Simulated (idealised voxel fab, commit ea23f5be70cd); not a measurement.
process module | voxel transistor to metal
cross-section cut | 165 nm wide | cells 5 nm
A cross-section is a grid of square cells, given in bands from the top down. A band is one or more rows of cells.
Each band's line starts with the height of the band's top and of its bottom, in nm. Then come its materials from left to right, each with its width in nm. One material with "throughout" fills the band from edge to edge. "air" is empty space.
Height 0 is the level under which the wafer as received is all one material. The lowest band goes on downwards, as in "0 down".
A width such as "30 to 40" changes by the same amount from each row of cells to the next, from the band's top row to its bottom row.
"no change" after a step means that no cell of the cross-section changed.
closed voids: empty space of 8 cells or more with no open way to the top, each as width x height at its distance from the left edge, in nm
after a step's settings: what the simulator itself notes on the step
overlay nm, on a step with a mask: how far to the right of its planned place the mask lay; to the left if negative
Each pair below shows a cross-section before one step and the cross-section after it, down to the lowest band that changed. The line under each pair gives the step between them, with its settings. The pairs can come from different runs of this module on the same starting wafer, so a pair continues from the pair above only where its "before" says so.
before
  0 down: Si throughout
  closed voids: none
after
  5 to 0: SiO2 throughout
  below 0: unchanged
  closed voids: none
the step between: op CONFORMAL_DEP | material SiO2 | thk nm 5
before: the cross-section after the pair above
after
  15 to 5: SiN throughout
  below 5: unchanged
  closed voids: none
the step between: op CONFORMAL_DEP | material SiN | thk nm 10
before: the cross-section after the pair above
after
  35 to 15: air 30 | resist 105 | air 30
  below 15: unchanged
  closed voids: none
the step between: op PATTERN | tone cover | mask id ACTIVE | material resist | width nm 105 | thk nm 20 | overlay nm 0
before: the cross-section after the pair above
after
  35 to 15: air 30 | resist 105 | air 30
  15 to 5: air 30 | SiN 105 | air 30
  below 5: unchanged
  closed voids: none
the step between: op DIRECTIONAL_ETCH | etch materials SiN | depth nm 10
before: the cross-section after the pair above
after
  35 to 15: air 30 | resist 105 | air 30
  15 to 5: air 30 | SiN 105 | air 30
  5 to 0: air 30 | SiO2 105 | air 30
  below 0: unchanged
  closed voids: none
the step between: op DIRECTIONAL_ETCH | etch materials SiO2 | depth nm 5
before: the cross-section after the pair above
after
  35 to 15: air 30 | resist 105 | air 30
  15 to 5: air 30 | SiN 105 | air 30
  5 to 0: air 30 | SiO2 105 | air 30
  0 to -25: air 30 | Si 105 | air 30
  below -25: unchanged
  closed voids: none
the step between: op DIRECTIONAL_ETCH | etch materials Si | depth nm 25
before: the cross-section after the pair above
after
  15 to 5: air 30 | SiN 105 | air 30
  below 5: unchanged
  closed voids: none
the step between: op STRIP | etch materials resist
before: the cross-section after the pair above
after
  25 to 15: SiO2 throughout
  15 to 5: SiO2 30 | SiN 105 | SiO2 30
  5 to 0: SiO2 throughout
  0 to -25: SiO2 30 | Si 105 | SiO2 30
  below -25: unchanged
  closed voids: none
the step between: op FILL_DEP | material SiO2 | thk nm 10
before: the cross-section after the pair above
after
  15 to 5: SiO2 30 | SiN 105 | SiO2 30
  below 5: unchanged
  closed voids: none
the step between: op CMP | height nm 15
before: the cross-section after the pair above
after
  15 to 5: air 30 | SiN 105 | air 30
  below 5: unchanged
  closed voids: none
the step between: op SELECTIVE_ETCH | etch materials SiO2 | depth nm 10
before: the cross-section after the pair above
after
  5 to 0: SiO2 throughout
  below 0: unchanged
  closed voids: none
the step between: op STRIP | etch materials SiN
before: the cross-section after the pair above
after
  0 to -25: SiO2 30 | Si 105 | SiO2 30
  below -25: unchanged
  closed voids: none
the step between: op SELECTIVE_ETCH | etch materials SiO2 | depth nm 5
before: the cross-section after the pair above
after
  0 to -5: SiO2 throughout
  below -5: unchanged
  closed voids: none
the step between: op OXIDIZE | depth nm 5
before: the cross-section after the pair above
after
  30 to 0: polySi throughout
  below 0: unchanged
  closed voids: none
the step between: op DIRECTIONAL_DEP | material polySi | thk nm 30
before: the cross-section after the pair above
after
  45 to 30: SiCN throughout
  below 30: unchanged
  closed voids: none
the step between: op DIRECTIONAL_DEP | material SiCN | thk nm 15
before: the cross-section after the pair above
after
  65 to 45: air 70 | resist 25 | air 70
  below 45: unchanged
  closed voids: none
the step between: op PATTERN | tone cover | mask id GATE | material resist | width nm 25 | thk nm 20 | overlay nm 0
before: the cross-section after the pair above
after
  65 to 45: air 70 | resist 25 | air 70
  45 to 30: air 70 | SiCN 25 | air 70
  below 30: unchanged
  closed voids: none
the step between: op DIRECTIONAL_ETCH | etch materials SiCN | depth nm 25
before: the cross-section after the pair above
after
  65 to 45: air 70 | resist 25 | air 70
  45 to 30: air 70 | SiCN 25 | air 70
  30 to 0: air 70 | polySi 25 | air 70
  below 0: unchanged
  closed voids: none
the step between: op DIRECTIONAL_ETCH | etch materials polySi | depth nm 40
before: the cross-section after the pair above
after
  45 to 30: air 70 | SiCN 25 | air 70
  below 30: unchanged
  closed voids: none
the step between: op STRIP | etch materials resist
before: the cross-section after the pair above
after
  55 to 45: air 60 | SiN 45 | air 60
  45 to 30: air 60 | SiN 10 | SiCN 25 | SiN 10 | air 60
  30 to 10: air 60 | SiN 10 | polySi 25 | SiN 10 | air 60
  10 to 0: SiN 70 | polySi 25 | SiN 70
  below 0: unchanged
  closed voids: none
the step between: op CONFORMAL_DEP | material SiN | thk nm 10
before: the cross-section after the pair above
after
  45 to 30: air 60 | SiN 10 | SiCN 25 | SiN 10 | air 60
  30 to 0: air 60 | SiN 10 | polySi 25 | SiN 10 | air 60
  below 0: unchanged
  closed voids: none
the step between: op DIRECTIONAL_ETCH | etch materials SiN | depth nm 10
before: the cross-section after the pair above
after
  45 to 30: air 60 | SiN 10 | SiCN 25 | SiN 10 | air 60
  30 to 0: air 60 | SiN 10 | polySi 25 | SiN 10 | air 60
  0 to -5: air 60 | SiO2 45 | air 60
  below -5: unchanged
  closed voids: none
the step between: op DIRECTIONAL_ETCH | etch materials SiO2 | depth nm 5
before: the cross-section after the pair above
after
  45 to 30: air 60 | SiN 10 | SiCN 25 | SiN 10 | air 60
  30 to 0: air 60 | SiN 10 | polySi 25 | SiN 10 | air 60
  0 to -5: air 60 | SiO2 45 | air 60
  -5 to -20: SiO2 30 | air 30 | Si 45 | air 30 | SiO2 30
  below -20: unchanged
  closed voids: none
the step between: op DIRECTIONAL_ETCH | etch materials Si | depth nm 15
before: the cross-section after the pair above
after
  45 to 30: air 60 | SiN 10 | SiCN 25 | SiN 10 | air 60
  30 to 10: air 60 | SiN 10 | polySi 25 | SiN 10 | air 60
  10 to 0: air 45 | SiGe 15 | SiN 10 | polySi 25 | SiN 10 | SiGe 15 | air 45
  0 to -5: air 45 | SiGe 15 | SiO2 45 | SiGe 15 | air 45
  -5 to -20: SiO2 30 | SiGe 30 | Si 45 | SiGe 30 | SiO2 30
  below -20: unchanged
  closed voids: none
the step between: op EPI | material SiGe | thk nm 15
before: the cross-section after the pair above
after
  55 to 45: SiO2 throughout
  45 to 30: SiO2 60 | SiN 10 | SiCN 25 | SiN 10 | SiO2 60
  30 to 10: SiO2 60 | SiN 10 | polySi 25 | SiN 10 | SiO2 60
  10 to 0: SiO2 45 | SiGe 15 | SiN 10 | polySi 25 | SiN 10 | SiGe 15 | SiO2 45
  0 to -5: SiO2 45 | SiGe 15 | SiO2 45 | SiGe 15 | SiO2 45
  below -5: unchanged
  closed voids: none
the step between: op FILL_DEP | material SiO2 | thk nm 10
before: the cross-section after the pair above
after
  45 to 30: SiO2 60 | SiN 10 | SiCN 25 | SiN 10 | SiO2 60
  below 30: unchanged
  closed voids: none
the step between: op CMP | height nm 45
before: the cross-section after the pair above
after
  60 to 45: SiO2 throughout
  below 45: unchanged
  closed voids: none
the step between: op DIRECTIONAL_DEP | material SiO2 | thk nm 15
before: the cross-section after the pair above
after
  80 to 60: resist 40 | air 25 | resist 35 | air 25 | resist 40
  below 60: unchanged
  closed voids: none
the step between: op PATTERN | tone open | mask id CONTACT | material resist | width nm 25 | pitch nm 60 | thk nm 20 | overlay nm 0
before: the cross-section after the pair above
after
  80 to 60: resist 40 | air 25 | resist 35 | air 25 | resist 40
  60 to 45: SiO2 40 | air 25 | SiO2 35 | air 25 | SiO2 40
  45 to 30: SiO2 40 | air 20 | SiN 10 | SiCN 25 | SiN 10 | air 20 | SiO2 40
  30 to 10: SiO2 40 | air 20 | SiN 10 | polySi 25 | SiN 10 | air 20 | SiO2 40
  10 to 0: SiO2 40 | air 5 | SiGe 15 | SiN 10 | polySi 25 | SiN 10 | SiGe 15 | air 5 | SiO2 40
  0 to -5: SiO2 40 | air 5 | SiGe 15 | SiO2 45 | SiGe 15 | air 5 | SiO2 40
  below -5: unchanged
  closed voids: none
the step between: op DIRECTIONAL_ETCH | etch materials SiO2 | depth nm 65
before: the cross-section after the pair above
after
  60 to 45: SiO2 40 | air 25 | SiO2 35 | air 25 | SiO2 40
  below 45: unchanged
  closed voids: none
the step between: op STRIP | etch materials resist
before: the cross-section after the pair above
after
  65 to 60: TiN 45 | air 15 | TiN 45 | air 15 | TiN 45
  60 to 50: SiO2 40 | TiN 5 | air 15 | TiN 5 | SiO2 35 | TiN 5 | air 15 | TiN 5 | SiO2 40
  50 to 45: SiO2 40 | TiN 5 | air 10 | TiN 10 | SiO2 35 | TiN 10 | air 10 | TiN 5 | SiO2 40
  45 to 30: SiO2 40 | TiN 5 | air 10 | TiN 5 | SiN 10 | SiCN 25 | SiN 10 | TiN 5 | air 10 | TiN 5 | SiO2 40
  30 to 15: SiO2 40 | TiN 5 | air 10 | TiN 5 | SiN 10 | polySi 25 | SiN 10 | TiN 5 | air 10 | TiN 5 | SiO2 40
  15 to 10: SiO2 40 | TiN 20 | SiN 10 | polySi 25 | SiN 10 | TiN 20 | SiO2 40
  10 to 0: SiO2 40 | TiN 5 | SiGe 15 | SiN 10 | polySi 25 | SiN 10 | SiGe 15 | TiN 5 | SiO2 40
  0 to -5: SiO2 40 | TiN 5 | SiGe 15 | SiO2 45 | SiGe 15 | TiN 5 | SiO2 40
  below -5: unchanged
  closed voids: none
the step between: op CONFORMAL_DEP | material TiN | thk nm 5
before: the cross-section after the pair above
after
  70 to 65: W throughout
  65 to 60: TiN 45 | W 15 | TiN 45 | W 15 | TiN 45
  60 to 50: SiO2 40 | TiN 5 | W 15 | TiN 5 | SiO2 35 | TiN 5 | W 15 | TiN 5 | SiO2 40
  50 to 45: SiO2 40 | TiN 5 | W 10 | TiN 10 | SiO2 35 | TiN 10 | W 10 | TiN 5 | SiO2 40
  45 to 30: SiO2 40 | TiN 5 | W 10 | TiN 5 | SiN 10 | SiCN 25 | SiN 10 | TiN 5 | W 10 | TiN 5 | SiO2 40
  30 to 15: SiO2 40 | TiN 5 | W 10 | TiN 5 | SiN 10 | polySi 25 | SiN 10 | TiN 5 | W 10 | TiN 5 | SiO2 40
  below 15: unchanged
  closed voids: none
the step between: op FILL_DEP | material W | thk nm 5
before: the cross-section after the pair above
after
  60 to 50: SiO2 40 | TiN 5 | W 15 | TiN 5 | SiO2 35 | TiN 5 | W 15 | TiN 5 | SiO2 40
  below 50: unchanged
  closed voids: none
the step between: op CMP | height nm 60
before: the cross-section after the pair above
after
  65 to 60: SiCN throughout
  below 60: unchanged
  closed voids: none
the step between: op CONFORMAL_DEP | material SiCN | thk nm 5
before: the cross-section after the pair above
after
  85 to 65: SiO2 throughout
  below 65: unchanged
  closed voids: none
the step between: op DIRECTIONAL_DEP | material SiO2 | thk nm 20
before: the cross-section after the pair above
after
  85 to 65: SiO2 40 | air 15 | SiO2 55 | air 15 | SiO2 40
  below 65: unchanged
  closed voids: none
the step between: op MASKED_ETCH | tone open | mask id METAL_1 | width nm 15 | pitch nm 70 | etch materials SiO2 | depth nm 20 | overlay nm 0
before: the cross-section after the pair above
after
  85 to 65: SiO2 40 | air 15 | SiO2 55 | air 15 | SiO2 40
  65 to 60: SiCN 40 | air 15 | SiCN 55 | air 15 | SiCN 40
  below 60: unchanged
  closed voids: none
the step between: op MASKED_ETCH | tone open | mask id METAL_1 | width nm 15 | pitch nm 70 | etch materials SiCN | depth nm 5 | overlay nm 0
before: the cross-section after the pair above
after
  90 to 85: TiN 45 | air 5 | TiN 65 | air 5 | TiN 45
  85 to 65: SiO2 40 | TiN 5 | air 5 | TiN 5 | SiO2 55 | TiN 5 | air 5 | TiN 5 | SiO2 40
  65 to 60: SiCN 40 | TiN 15 | SiCN 55 | TiN 15 | SiCN 40
  below 60: unchanged
  closed voids: none
the step between: op CONFORMAL_DEP | material TiN | thk nm 5
before: the cross-section after the pair above
after
  95 to 90: Cu throughout
  90 to 85: TiN 45 | Cu 5 | TiN 65 | Cu 5 | TiN 45
  85 to 65: SiO2 40 | TiN 5 | Cu 5 | TiN 5 | SiO2 55 | TiN 5 | Cu 5 | TiN 5 | SiO2 40
  below 65: unchanged
  closed voids: none
the step between: op FILL_DEP | material Cu | thk nm 5
before: the cross-section after the pair above
after
  85 to 65: SiO2 40 | TiN 5 | Cu 5 | TiN 5 | SiO2 55 | TiN 5 | Cu 5 | TiN 5 | SiO2 40
  below 65: unchanged
  closed voids: none
the step between: op CMP | height nm 85
before: the cross-section after the pair above
after
  90 to 85: SiN throughout
  below 85: unchanged
  closed voids: none
the step between: op CONFORMAL_DEP | material SiN | thk nm 5
before
  0 down: Si throughout
  closed voids: none
after
  10 to 0: SiN throughout
  below 0: unchanged
  closed voids: none
the step between: op CONFORMAL_DEP | material SiN | thk nm 10
before: the cross-section after the pair above
after
  30 to 10: air 30 | resist 105 | air 30
  below 10: unchanged
  closed voids: none
the step between: op PATTERN | tone cover | mask id ACTIVE | material resist | width nm 105 | thk nm 20 | overlay nm 0
before: the cross-section after the pair above
after
  30 to 10: air 30 | resist 105 | air 30
  10 to 0: air 30 | SiN 105 | air 30
  below 0: unchanged
  closed voids: none
the step between: op DIRECTIONAL_ETCH | etch materials SiN | depth nm 10
before: the cross-section after the pair above
after
  30 to 10: air 30 | resist 105 | air 30
  10 to 0: air 30 | SiN 105 | air 30
  0 to -25: air 30 | Si 105 | air 30
  below -25: unchanged
  closed voids: none
the step between: op DIRECTIONAL_ETCH | etch materials Si | depth nm 25
before: the cross-section after the pair above
after
  10 to 0: air 30 | SiN 105 | air 30
  below 0: unchanged
  closed voids: none
the step between: op STRIP | etch materials resist
before: the cross-section after the pair above
after
  20 to 10: SiO2 throughout
  10 to 0: SiO2 30 | SiN 105 | SiO2 30
  0 to -25: SiO2 30 | Si 105 | SiO2 30
  below -25: unchanged
  closed voids: none
the step between: op FILL_DEP | material SiO2 | thk nm 10
before: the cross-section after the pair above
after
  15 to 10: SiO2 throughout
  below 10: unchanged
  closed voids: none
the step between: op CMP | height nm 15
before: the cross-section after the pair above
after
  10 to 5: air 30 | SiN 105 | air 30
  below 5: unchanged
  closed voids: none
the step between: op SELECTIVE_ETCH | etch materials SiO2 | depth nm 10
before: the cross-section after the pair above
after
  5 to 0: SiO2 30 | air 105 | SiO2 30
  below 0: unchanged
  closed voids: none
the step between: op STRIP | etch materials SiN
before: the cross-section after the pair above
after
  0 to -5: SiO2 25 | air 5 | Si 105 | air 5 | SiO2 25
  below -5: unchanged
  closed voids: none
the step between: op SELECTIVE_ETCH | etch materials SiO2 | depth nm 5
before: the cross-section after the pair above
after
  0 to -5: SiO2 25 | air 5 | SiO2 105 | air 5 | SiO2 25
  -5 to -10: SiO2 35 | Si 95 | SiO2 35
  below -10: unchanged
  closed voids: none
the step between: op OXIDIZE | depth nm 5
before: the cross-section after the pair above
after
  30 to 25: polySi 25 | air 5 | polySi 105 | air 5 | polySi 25
  25 to 0: polySi throughout
  0 to -5: SiO2 25 | polySi 5 | SiO2 105 | polySi 5 | SiO2 25
  below -5: unchanged
  closed voids: none
the step between: op DIRECTIONAL_DEP | material polySi | thk nm 30
before: the cross-section after the pair above
after
  45 to 40: SiCN 25 | air 5 | SiCN 105 | air 5 | SiCN 25
  40 to 30: SiCN throughout
  30 to 25: polySi 25 | SiCN 5 | polySi 105 | SiCN 5 | polySi 25
  below 25: unchanged
  closed voids: none
the step between: op DIRECTIONAL_DEP | material SiCN | thk nm 15
before: the cross-section after the pair above
after
  65 to 45: air 70 | resist 25 | air 70
  below 45: unchanged
  closed voids: none
the step between: op PATTERN | tone cover | mask id GATE | material resist | width nm 25 | thk nm 20 | overlay nm 0
before: the cross-section after the pair above
after
  65 to 45: air 70 | resist 25 | air 70
  45 to 30: air 70 | SiCN 25 | air 70
  30 to 25: polySi 25 | air 5 | polySi 105 | air 5 | polySi 25
  below 25: unchanged
  closed voids: none
the step between: op DIRECTIONAL_ETCH | etch materials SiCN | depth nm 25
before: the cross-section after the pair above
after
  65 to 45: air 70 | resist 25 | air 70
  45 to 30: air 70 | SiCN 25 | air 70
  30 to 0: air 70 | polySi 25 | air 70
  0 to -5: SiO2 25 | air 5 | SiO2 105 | air 5 | SiO2 25
  below -5: unchanged
  closed voids: none
the step between: op DIRECTIONAL_ETCH | etch materials polySi | depth nm 40
before: the cross-section after the pair above
after
  45 to 30: air 70 | SiCN 25 | air 70
  below 30: unchanged
  closed voids: none
the step between: op STRIP | etch materials resist
before: the cross-section after the pair above
after
  55 to 45: air 60 | SiN 45 | air 60
  45 to 30: air 60 | SiN 10 | SiCN 25 | SiN 10 | air 60
  30 to 10: air 60 | SiN 10 | polySi 25 | SiN 10 | air 60
  10 to 0: SiN 70 | polySi 25 | SiN 70
  0 to -5: SiO2 25 | SiN 5 | SiO2 105 | SiN 5 | SiO2 25
  below -5: unchanged
  closed voids: none
the step between: op CONFORMAL_DEP | material SiN | thk nm 10
before: the cross-section after the pair above
after
  45 to 30: air 60 | SiN 10 | SiCN 25 | SiN 10 | air 60
  30 to 0: air 60 | SiN 10 | polySi 25 | SiN 10 | air 60
  below 0: unchanged
  closed voids: none
the step between: op DIRECTIONAL_ETCH | etch materials SiN | depth nm 10
before: the cross-section after the pair above
after
  45 to 30: air 60 | SiN 10 | SiCN 25 | SiN 10 | air 60
  30 to 0: air 60 | SiN 10 | polySi 25 | SiN 10 | air 60
  0 to -5: air 25 | SiN 5 | air 30 | SiO2 45 | air 30 | SiN 5 | air 25
  below -5: unchanged
  closed voids: none
the step between: op DIRECTIONAL_ETCH | etch materials SiO2 | depth nm 5
before: the cross-section after the pair above
after
  45 to 30: air 60 | SiN 10 | SiCN 25 | SiN 10 | air 60
  30 to 0: air 60 | SiN 10 | polySi 25 | SiN 10 | air 60
  0 to -5: air 25 | SiN 5 | air 30 | SiO2 45 | air 30 | SiN 5 | air 25
  -5 to -10: SiO2 35 | air 25 | Si 45 | air 25 | SiO2 35
  -10 to -20: SiO2 30 | Si 5 | air 25 | Si 45 | air 25 | Si 5 | SiO2 30
  below -20: unchanged
  closed voids: none
the step between: op DIRECTIONAL_ETCH | etch materials Si | depth nm 15
before: the cross-section after the pair above
after
  45 to 30: air 60 | SiN 10 | SiCN 25 | SiN 10 | air 60
  30 to 10: air 60 | SiN 10 | polySi 25 | SiN 10 | air 60
  10 to 0: air 45 to 25 | SiGe 15 to 35 | SiN 10 | polySi 25 | SiN 10 | SiGe 15 to 35 | air 45 to 25
  0 to -5: air 25 | SiN 5 | SiGe 30 | SiO2 45 | SiGe 30 | SiN 5 | air 25
  -5 to -10: SiO2 35 | SiGe 25 | Si 45 | SiGe 25 | SiO2 35
  -10 to -20: SiO2 30 | Si 5 | SiGe 25 | Si 45 | SiGe 25 | Si 5 | SiO2 30
  below -20: unchanged
  closed voids: none
the step between: op EPI | material SiGe | thk nm 15
before: the cross-section after the pair above
after
  55 to 45: SiO2 throughout
  45 to 30: SiO2 60 | SiN 10 | SiCN 25 | SiN 10 | SiO2 60
  30 to 10: SiO2 60 | SiN 10 | polySi 25 | SiN 10 | SiO2 60
  10 to 0: SiO2 45 to 25 | SiGe 15 to 35 | SiN 10 | polySi 25 | SiN 10 | SiGe 15 to 35 | SiO2 45 to 25
  0 to -5: SiO2 25 | SiN 5 | SiGe 30 | SiO2 45 | SiGe 30 | SiN 5 | SiO2 25
  below -5: unchanged
  closed voids: none
the step between: op FILL_DEP | material SiO2 | thk nm 10
before: the cross-section after the pair above
after
  45 to 30: SiO2 60 | SiN 10 | SiCN 25 | SiN 10 | SiO2 60
  below 30: unchanged
  closed voids: none
the step between: op CMP | height nm 45
before: the cross-section after the pair above
after
  60 to 45: SiO2 throughout
  below 45: unchanged
  closed voids: none
the step between: op DIRECTIONAL_DEP | material SiO2 | thk nm 15
before: the cross-section after the pair above
after
  80 to 60: resist 40 | air 25 | resist 35 | air 25 | resist 40
  below 60: unchanged
  closed voids: none
the step between: op PATTERN | tone open | mask id CONTACT | material resist | width nm 25 | pitch nm 60 | thk nm 20 | overlay nm 0
before: the cross-section after the pair above
after
  80 to 60: resist 40 | air 25 | resist 35 | air 25 | resist 40
  60 to 45: SiO2 40 | air 25 | SiO2 35 | air 25 | SiO2 40
  45 to 30: SiO2 40 | air 20 | SiN 10 | SiCN 25 | SiN 10 | air 20 | SiO2 40
  30 to 10: SiO2 40 | air 20 | SiN 10 | polySi 25 | SiN 10 | air 20 | SiO2 40
  10 to 5: SiO2 40 | air 5 | SiGe 15 | SiN 10 | polySi 25 | SiN 10 | SiGe 15 | air 5 | SiO2 40
  below 5: unchanged
  closed voids: none
the step between: op DIRECTIONAL_ETCH | etch materials SiO2 | depth nm 65
before: the cross-section after the pair above
after
  60 to 45: SiO2 40 | air 25 | SiO2 35 | air 25 | SiO2 40
  below 45: unchanged
  closed voids: none
the step between: op STRIP | etch materials resist
before: the cross-section after the pair above
after
  65 to 60: TiN 45 | air 15 | TiN 45 | air 15 | TiN 45
  60 to 50: SiO2 40 | TiN 5 | air 15 | TiN 5 | SiO2 35 | TiN 5 | air 15 | TiN 5 | SiO2 40
  50 to 45: SiO2 40 | TiN 5 | air 10 | TiN 10 | SiO2 35 | TiN 10 | air 10 | TiN 5 | SiO2 40
  45 to 30: SiO2 40 | TiN 5 | air 10 | TiN 5 | SiN 10 | SiCN 25 | SiN 10 | TiN 5 | air 10 | TiN 5 | SiO2 40
  30 to 15: SiO2 40 | TiN 5 | air 10 | TiN 5 | SiN 10 | polySi 25 | SiN 10 | TiN 5 | air 10 | TiN 5 | SiO2 40
  15 to 10: SiO2 40 | TiN 20 | SiN 10 | polySi 25 | SiN 10 | TiN 20 | SiO2 40
  10 to 5: SiO2 40 | TiN 5 | SiGe 15 | SiN 10 | polySi 25 | SiN 10 | SiGe 15 | TiN 5 | SiO2 40
  below 5: unchanged
  closed voids: none
the step between: op CONFORMAL_DEP | material TiN | thk nm 5
before: the cross-section after the pair above
after
  70 to 65: W throughout
  65 to 60: TiN 45 | W 15 | TiN 45 | W 15 | TiN 45
  60 to 50: SiO2 40 | TiN 5 | W 15 | TiN 5 | SiO2 35 | TiN 5 | W 15 | TiN 5 | SiO2 40
  50 to 45: SiO2 40 | TiN 5 | W 10 | TiN 10 | SiO2 35 | TiN 10 | W 10 | TiN 5 | SiO2 40
  45 to 30: SiO2 40 | TiN 5 | W 10 | TiN 5 | SiN 10 | SiCN 25 | SiN 10 | TiN 5 | W 10 | TiN 5 | SiO2 40
  30 to 15: SiO2 40 | TiN 5 | W 10 | TiN 5 | SiN 10 | polySi 25 | SiN 10 | TiN 5 | W 10 | TiN 5 | SiO2 40
  below 15: unchanged
  closed voids: none
the step between: op FILL_DEP | material W | thk nm 5
before: the cross-section after the pair above
after
  60 to 50: SiO2 40 | TiN 5 | W 15 | TiN 5 | SiO2 35 | TiN 5 | W 15 | TiN 5 | SiO2 40
  below 50: unchanged
  closed voids: none
the step between: op CMP | height nm 60
before: the cross-section after the pair above
after
  65 to 60: SiCN throughout
  below 60: unchanged
  closed voids: none
the step between: op CONFORMAL_DEP | material SiCN | thk nm 5
before: the cross-section after the pair above
after
  85 to 65: SiO2 throughout
  below 65: unchanged
  closed voids: none
the step between: op DIRECTIONAL_DEP | material SiO2 | thk nm 20
before: the cross-section after the pair above
after
  85 to 65: SiO2 40 | air 15 | SiO2 55 | air 15 | SiO2 40
  below 65: unchanged
  closed voids: none
the step between: op MASKED_ETCH | tone open | mask id METAL_1 | width nm 15 | pitch nm 70 | etch materials SiO2 | depth nm 20 | overlay nm 0
before: the cross-section after the pair above
after
  85 to 65: SiO2 40 | air 15 | SiO2 55 | air 15 | SiO2 40
  65 to 60: SiCN 40 | air 15 | SiCN 55 | air 15 | SiCN 40
  below 60: unchanged
  closed voids: none
the step between: op MASKED_ETCH | tone open | mask id METAL_1 | width nm 15 | pitch nm 70 | etch materials SiCN | depth nm 5 | overlay nm 0
before: the cross-section after the pair above
after
  90 to 85: TiN 45 | air 5 | TiN 65 | air 5 | TiN 45
  85 to 65: SiO2 40 | TiN 5 | air 5 | TiN 5 | SiO2 55 | TiN 5 | air 5 | TiN 5 | SiO2 40
  65 to 60: SiCN 40 | TiN 15 | SiCN 55 | TiN 15 | SiCN 40
  below 60: unchanged
  closed voids: none
the step between: op CONFORMAL_DEP | material TiN | thk nm 5
before: the cross-section after the pair above
after
  95 to 90: Cu throughout
  90 to 85: TiN 45 | Cu 5 | TiN 65 | Cu 5 | TiN 45
  85 to 65: SiO2 40 | TiN 5 | Cu 5 | TiN 5 | SiO2 55 | TiN 5 | Cu 5 | TiN 5 | SiO2 40
  below 65: unchanged
  closed voids: none
the step between: op FILL_DEP | material Cu | thk nm 5
before: the cross-section after the pair above
after
  85 to 65: SiO2 40 | TiN 5 | Cu 5 | TiN 5 | SiO2 55 | TiN 5 | Cu 5 | TiN 5 | SiO2 40
  below 65: unchanged
  closed voids: none
the step between: op CMP | height nm 85
before: the cross-section after the pair above
after
  90 to 85: SiN throughout
  below 85: unchanged
  closed voids: none
the step between: op CONFORMAL_DEP | material SiN | thk nm 5
before
  45 to 30: SiCN throughout
  30 to 0: polySi throughout
  0 to -5: SiO2 throughout
  -5 to -25: SiO2 30 | Si 105 | SiO2 30
  -25 down: Si throughout
  closed voids: none
after
  60 to 30: SiCN throughout
  below 30: unchanged
  closed voids: none
the step between: op DIRECTIONAL_DEP | material SiCN | thk nm 15
before: the cross-section after the pair above
after
  80 to 60: air 70 | resist 25 | air 70
  below 60: unchanged
  closed voids: none
the step between: op PATTERN | tone cover | mask id GATE | material resist | width nm 25 | thk nm 20 | overlay nm 0
before: the cross-section after the pair above
after
  80 to 60: air 70 | resist 25 | air 70
  60 to 35: air 70 | SiCN 25 | air 70
  below 35: unchanged
  closed voids: none
the step between: op DIRECTIONAL_ETCH | etch materials SiCN | depth nm 25
before: the cross-section after the pair above
after
  60 to 35: air 70 | SiCN 25 | air 70
  below 35: unchanged
  closed voids: none
the step between: op STRIP | etch materials resist
before: the cross-section after the pair above
after
  70 to 60: air 60 | SiN 45 | air 60
  60 to 45: air 60 | SiN 10 | SiCN 25 | SiN 10 | air 60
  45 to 35: SiN 70 | SiCN 25 | SiN 70
  below 35: unchanged
  closed voids: none
the step between: op CONFORMAL_DEP | material SiN | thk nm 10
before: the cross-section after the pair above
after
  60 to 35: air 60 | SiN 10 | SiCN 25 | SiN 10 | air 60
  below 35: unchanged
  closed voids: none
the step between: op DIRECTIONAL_ETCH | etch materials SiN | depth nm 10
before: the cross-section after the pair above
after
  70 to 60: SiO2 throughout
  60 to 35: SiO2 60 | SiN 10 | SiCN 25 | SiN 10 | SiO2 60
  below 35: unchanged
  closed voids: none
the step between: op FILL_DEP | material SiO2 | thk nm 10
before: the cross-section after the pair above
after
  45 to 35: SiO2 60 | SiN 10 | SiCN 25 | SiN 10 | SiO2 60
  below 35: unchanged
  closed voids: none
the step between: op CMP | height nm 45
before: the cross-section after the pair above
after
  60 to 45: SiO2 throughout
  below 45: unchanged
  closed voids: none
the step between: op DIRECTIONAL_DEP | material SiO2 | thk nm 15
before: the cross-section after the pair above
after
  80 to 60: resist 40 | air 25 | resist 35 | air 25 | resist 40
  below 60: unchanged
  closed voids: none
the step between: op PATTERN | tone open | mask id CONTACT | material resist | width nm 25 | pitch nm 60 | thk nm 20 | overlay nm 0
before: the cross-section after the pair above
after
  80 to 60: resist 40 | air 25 | resist 35 | air 25 | resist 40
  60 to 45: SiO2 40 | air 25 | SiO2 35 | air 25 | SiO2 40
  45 to 35: SiO2 40 | air 20 | SiN 10 | SiCN 25 | SiN 10 | air 20 | SiO2 40
  below 35: unchanged
  closed voids: none
the step between: op DIRECTIONAL_ETCH | etch materials SiO2 | depth nm 65
before: the cross-section after the pair above
after
  60 to 45: SiO2 40 | air 25 | SiO2 35 | air 25 | SiO2 40
  below 45: unchanged
  closed voids: none
the step between: op STRIP | etch materials resist
before: the cross-section after the pair above
after
  65 to 60: TiN 45 | air 15 | TiN 45 | air 15 | TiN 45
  60 to 50: SiO2 40 | TiN 5 | air 15 | TiN 5 | SiO2 35 | TiN 5 | air 15 | TiN 5 | SiO2 40
  50 to 45: SiO2 40 | TiN 5 | air 10 | TiN 10 | SiO2 35 | TiN 10 | air 10 | TiN 5 | SiO2 40
  45 to 40: SiO2 40 | TiN 5 | air 10 | TiN 5 | SiN 10 | SiCN 25 | SiN 10 | TiN 5 | air 10 | TiN 5 | SiO2 40
  40 to 35: SiO2 40 | TiN 20 | SiN 10 | SiCN 25 | SiN 10 | TiN 20 | SiO2 40
  below 35: unchanged
  closed voids: none
the step between: op CONFORMAL_DEP | material TiN | thk nm 5
before: the cross-section after the pair above
after
  70 to 65: W throughout
  65 to 60: TiN 45 | W 15 | TiN 45 | W 15 | TiN 45
  60 to 50: SiO2 40 | TiN 5 | W 15 | TiN 5 | SiO2 35 | TiN 5 | W 15 | TiN 5 | SiO2 40
  50 to 45: SiO2 40 | TiN 5 | W 10 | TiN 10 | SiO2 35 | TiN 10 | W 10 | TiN 5 | SiO2 40
  45 to 40: SiO2 40 | TiN 5 | W 10 | TiN 5 | SiN 10 | SiCN 25 | SiN 10 | TiN 5 | W 10 | TiN 5 | SiO2 40
  below 40: unchanged
  closed voids: none
the step between: op FILL_DEP | material W | thk nm 5
before: the cross-section after the pair above
after
  60 to 50: SiO2 40 | TiN 5 | W 15 | TiN 5 | SiO2 35 | TiN 5 | W 15 | TiN 5 | SiO2 40
  below 50: unchanged
  closed voids: none
the step between: op CMP | height nm 60
before: the cross-section after the pair above
after
  65 to 60: SiCN throughout
  below 60: unchanged
  closed voids: none
the step between: op CONFORMAL_DEP | material SiCN | thk nm 5
before: the cross-section after the pair above
after
  85 to 65: SiO2 throughout
  below 65: unchanged
  closed voids: none
the step between: op DIRECTIONAL_DEP | material SiO2 | thk nm 20
